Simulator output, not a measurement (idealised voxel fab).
Herein follows the process module entitled voxel gate over fins.
Displayed cross-section: cut, width of 280 nm, square cells sized 5 nm.
In this document a cross-section is written as a grid of square cells. It is given as a series of bands, listed from the top down, and a band is one or more rows of cells.
For a band, the entry starts with two heights in nm, that of the top and then that of the bottom, and carries on with the band's materials in order from left to right, each alongside its width in nm; the word "full width" beside a single material means it fills the band edge to edge, and "blank" means empty space.
Zero point of the height axis is 0; under it, received wafer = one material. Lowest band: continues down indefinitely, "z 0 and below".
Per-row width for "30->40": begins at first number (top row of band), ends at second number (bottom row), increment between rows held constant.
What does "remains unaltered" mean for a step? It means no cell of the cross-section changed in that step.
In "Sealed void inventory" the enclosed voids are listed, meaning empty spaces of 8 cells or larger without any opening to the top. The form is width x height at distance, distance from the left edge, units nm.
If you see something after the settings on a step's line, that's the simulator's own remark about that step.
overlay nm: on a step with a mask, how far right of its planned place the mask lay; negative means left.
[plan]
1) RECEIVE,material Si
2) CONFORMAL_DEP,material SiN,thk nm 5
3) DIRECTIONAL_DEP,material aC,thk nm 10
4) PATTERN,tone cover,mask id FINS,material resist,width nm 15,pitch nm 45,thk nm 25,overlay nm 0
5) DIRECTIONAL_ETCH,etch materials aC,depth nm 10
6) STRIP,etch materials resist
7) DIRECTIONAL_ETCH,etch materials SiN,depth nm 5
8) DIRECTIONAL_ETCH,etch materials Si,depth nm 30
9) STRIP,etch materials aC
10) FILL_DEP,material SiO2,thk nm 10
11) CMP,height nm 5
12) SELECTIVE_ETCH,etch materials SiO2,depth nm 20
13) STRIP,etch materials SiN
14) CONFORMAL_DEP,material HfO2,thk nm 5
15) CONFORMAL_DEP,material TiN,thk nm 5
16) CONFORMAL_DEP,material TiAl,thk nm 5
17) CONFORMAL_DEP,material TiN,thk nm 5
18) FILL_DEP,material W,thk nm 10
19) CMP,height nm 25
20) CONFORMAL_DEP,material SiCN,thk nm 10
[Concerning the first of two wafers, which was run in accordance with the plan]
[Here's what the wafer looked like in cross-section when it arrived - that's after step 1]
> z 0 and below | Si full width
> Sealed void inventory: none
[Sectional view: wafer, after step 2]
> z 5 to 0 | SiN full width
> Below 0, no change.
[Sectional view: wafer, after step 3]
> z 15 to 5 | aC full width
> Below 5, no change.
[Sectional view: wafer, after step 4]
> z 40 to 15 | 65 nm blank; 15 nm resist; 30 nm blank; 15 nm resist; 30 nm blank; 15 nm resist; 30 nm blank; 15 nm resist; 65 nm blank
> Below 15, no change.
[Sectional view: wafer, after step 5]
> z 30 to 15 | 65 nm blank; 15 nm resist; 30 nm blank; 15 nm resist; 30 nm blank; 15 nm resist; 30 nm blank; 15 nm resist; 65 nm blank
> z 15 to 5 | 65 nm blank; 15 nm aC; 30 nm blank; 15 nm aC; 30 nm blank; 15 nm aC; 30 nm blank; 15 nm aC; 65 nm blank
> Below 5, no change.
[Sectional view: wafer, after step 6]
> z 15 to 5 | 65 nm blank; 15 nm aC; 30 nm blank; 15 nm aC; 30 nm blank; 15 nm aC; 30 nm blank; 15 nm aC; 65 nm blank
> Below 5, no change.
[Sectional view: wafer, after step 7]
> z 15 to 5 | 65 nm blank; 15 nm aC; 30 nm blank; 15 nm aC; 30 nm blank; 15 nm aC; 30 nm blank; 15 nm aC; 65 nm blank
> z 5 to 0 | 65 nm blank; 15 nm SiN; 30 nm blank; 15 nm SiN; 30 nm blank; 15 nm SiN; 30 nm blank; 15 nm SiN; 65 nm blank
> Below 0, no change.
[Sectional view: wafer, after step 8]
> z 15 to 5 | 65 nm blank; 15 nm aC; 30 nm blank; 15 nm aC; 30 nm blank; 15 nm aC; 30 nm blank; 15 nm aC; 65 nm blank
> z 5 to 0 | 65 nm blank; 15 nm SiN; 30 nm blank; 15 nm SiN; 30 nm blank; 15 nm SiN; 30 nm blank; 15 nm SiN; 65 nm blank
> z 0 to -30 | 65 nm blank; 15 nm Si; 30 nm blank; 15 nm Si; 30 nm blank; 15 nm Si; 30 nm blank; 15 nm Si; 65 nm blank
> Below -30, no change.
[Sectional view: wafer, after step 9]
> z 5 to 0 | 65 nm blank; 15 nm SiN; 30 nm blank; 15 nm SiN; 30 nm blank; 15 nm SiN; 30 nm blank; 15 nm SiN; 65 nm blank
> Below 0, no change.
[Sectional view: wafer, after step 10]
> z 15 to 5 | SiO2 full width
> z 5 to 0 | 65 nm SiO2; 15 nm SiN; 30 nm SiO2; 15 nm SiN; 30 nm SiO2; 15 nm SiN; 30 nm SiO2; 15 nm SiN; 65 nm SiO2
> z 0 to -30 | 65 nm SiO2; 15 nm Si; 30 nm SiO2; 15 nm Si; 30 nm SiO2; 15 nm Si; 30 nm SiO2; 15 nm Si; 65 nm SiO2
> Below -30, no change.
[Sectional view: wafer, after step 11]
> z 5 to 0 | 65 nm SiO2; 15 nm SiN; 30 nm SiO2; 15 nm SiN; 30 nm SiO2; 15 nm SiN; 30 nm SiO2; 15 nm SiN; 65 nm SiO2
> Below 0, no change.
[Sectional view: wafer, after step 12]
> z 5 to 0 | 65 nm blank; 15 nm SiN; 30 nm blank; 15 nm SiN; 30 nm blank; 15 nm SiN; 30 nm blank; 15 nm SiN; 65 nm blank
> z 0 to -15 | 65 nm blank; 15 nm Si; 30 nm blank; 15 nm Si; 30 nm blank; 15 nm Si; 30 nm blank; 15 nm Si; 65 nm blank
> Below -15, no change.
[Sectional view: wafer, after step 13]
> z 0 to -15 | 65 nm blank; 15 nm Si; 30 nm blank; 15 nm Si; 30 nm blank; 15 nm Si; 30 nm blank; 15 nm Si; 65 nm blank
> Below -15, no change.
[Sectional view: wafer, after step 14]
> z 5 to 0 | 60 nm blank; 25 nm HfO2; 20 nm blank; 25 nm HfO2; 20 nm blank; 25 nm HfO2; 20 nm blank; 25 nm HfO2; 60 nm blank
> z 0 to -10 | 60 nm blank; 5 nm HfO2; 15 nm Si; 5 nm HfO2; 20 nm blank; 5 nm HfO2; 15 nm Si; 5 nm HfO2; 20 nm blank; 5 nm HfO2; 15 nm Si; 5 nm HfO2; 20 nm blank; 5 nm HfO2; 15 nm Si; 5 nm HfO2; 60 nm blank
> z -10 to -15 | 65 nm HfO2; 15 nm Si; 30 nm HfO2; 15 nm Si; 30 nm HfO2; 15 nm Si; 30 nm HfO2; 15 nm Si; 65 nm HfO2
> Below -15, no change.
[Sectional view: wafer, after step 15]
> z 10 to 5 | 55 nm blank; 35 nm TiN; 10 nm blank; 35 nm TiN; 10 nm blank; 35 nm TiN; 10 nm blank; 35 nm TiN; 55 nm blank
> z 5 to 0 | 55 nm blank; 5 nm TiN; 25 nm HfO2; 5 nm TiN; 10 nm blank; 5 nm TiN; 25 nm HfO2; 5 nm TiN; 10 nm blank; 5 nm TiN; 25 nm HfO2; 5 nm TiN; 10 nm blank; 5 nm TiN; 25 nm HfO2; 5 nm TiN; 55 nm blank
> z 0 to -5 | 55 nm blank; 5 nm TiN; 5 nm HfO2; 15 nm Si; 5 nm HfO2; 5 nm TiN; 10 nm blank; 5 nm TiN; 5 nm HfO2; 15 nm Si; 5 nm HfO2; 5 nm TiN; 10 nm blank; 5 nm TiN; 5 nm HfO2; 15 nm Si; 5 nm HfO2; 5 nm TiN; 10 nm blank; 5 nm TiN; 5 nm HfO2; 15 nm Si; 5 nm HfO2; 5 nm TiN; 55 nm blank
> z -5 to -10 | 60 nm TiN; 5 nm HfO2; 15 nm Si; 5 nm HfO2; 20 nm TiN; 5 nm HfO2; 15 nm Si; 5 nm HfO2; 20 nm TiN; 5 nm HfO2; 15 nm Si; 5 nm HfO2; 20 nm TiN; 5 nm HfO2; 15 nm Si; 5 nm HfO2; 60 nm TiN
> Below -10, no change.
[Sectional view: wafer, after step 16]
> z 15 to 10 | 50 nm blank; 180 nm TiAl; 50 nm blank
> z 10 to 5 | 50 nm blank; 5 nm TiAl; 35 nm TiN; 10 nm TiAl; 35 nm TiN; 10 nm TiAl; 35 nm TiN; 10 nm TiAl; 35 nm TiN; 5 nm TiAl; 50 nm blank
> z 5 to 0 | 50 nm blank; 5 nm TiAl; 5 nm TiN; 25 nm HfO2; 5 nm TiN; 10 nm TiAl; 5 nm TiN; 25 nm HfO2; 5 nm TiN; 10 nm TiAl; 5 nm TiN; 25 nm HfO2; 5 nm TiN; 10 nm TiAl; 5 nm TiN; 25 nm HfO2; 5 nm TiN; 5 nm TiAl; 50 nm blank
> z 0 to -5 | 55 nm TiAl; 5 nm TiN; 5 nm HfO2; 15 nm Si; 5 nm HfO2; 5 nm TiN; 10 nm TiAl; 5 nm TiN; 5 nm HfO2; 15 nm Si; 5 nm HfO2; 5 nm TiN; 10 nm TiAl; 5 nm TiN; 5 nm HfO2; 15 nm Si; 5 nm HfO2; 5 nm TiN; 10 nm TiAl; 5 nm TiN; 5 nm HfO2; 15 nm Si; 5 nm HfO2; 5 nm TiN; 55 nm TiAl
> Below -5, no change.
[Sectional view: wafer, after step 17]
> z 20 to 15 | 45 nm blank; 190 nm TiN; 45 nm blank
> z 15 to 10 | 45 nm blank; 5 nm TiN; 180 nm TiAl; 5 nm TiN; 45 nm blank
> z 10 to 5 | 45 nm blank; 5 nm TiN; 5 nm TiAl; 35 nm TiN; 10 nm TiAl; 35 nm TiN; 10 nm TiAl; 35 nm TiN; 10 nm TiAl; 35 nm TiN; 5 nm TiAl; 5 nm TiN; 45 nm blank
> z 5 to 0 | 50 nm TiN; 5 nm TiAl; 5 nm TiN; 25 nm HfO2; 5 nm TiN; 10 nm TiAl; 5 nm TiN; 25 nm HfO2; 5 nm TiN; 10 nm TiAl; 5 nm TiN; 25 nm HfO2; 5 nm TiN; 10 nm TiAl; 5 nm TiN; 25 nm HfO2; 5 nm TiN; 5 nm TiAl; 50 nm TiN
> Below 0, no change.
[Sectional view: wafer, after step 18]
> z 30 to 20 | W full width
> z 20 to 15 | 45 nm W; 190 nm TiN; 45 nm W
> z 15 to 10 | 45 nm W; 5 nm TiN; 180 nm TiAl; 5 nm TiN; 45 nm W
> z 10 to 5 | 45 nm W; 5 nm TiN; 5 nm TiAl; 35 nm TiN; 10 nm TiAl; 35 nm TiN; 10 nm TiAl; 35 nm TiN; 10 nm TiAl; 35 nm TiN; 5 nm TiAl; 5 nm TiN; 45 nm W
> Below 5, no change.
[Sectional view: wafer, after step 19]
> z 25 to 20 | W full width
> Below 20, no change.
[Sectional view: wafer, after step 20]
> z 35 to 25 | SiCN full width
> Below 25, no change.
[Second wafer, same starting state and plan as the first, one mistake in the run, identical through step 19]
[The second wafer cut through, at the time step 20 was supposed to be finished]
> z 40 to 25 | SiCN full width
> Below 25, no change.
The plan and the run diverged here: step 20 ran as: CONFORMAL_DEP,material SiCN,thk nm 15
Looking at both finished wafers in cells, the second ends up ahead of or behind the first on some materials: +56 SiCN
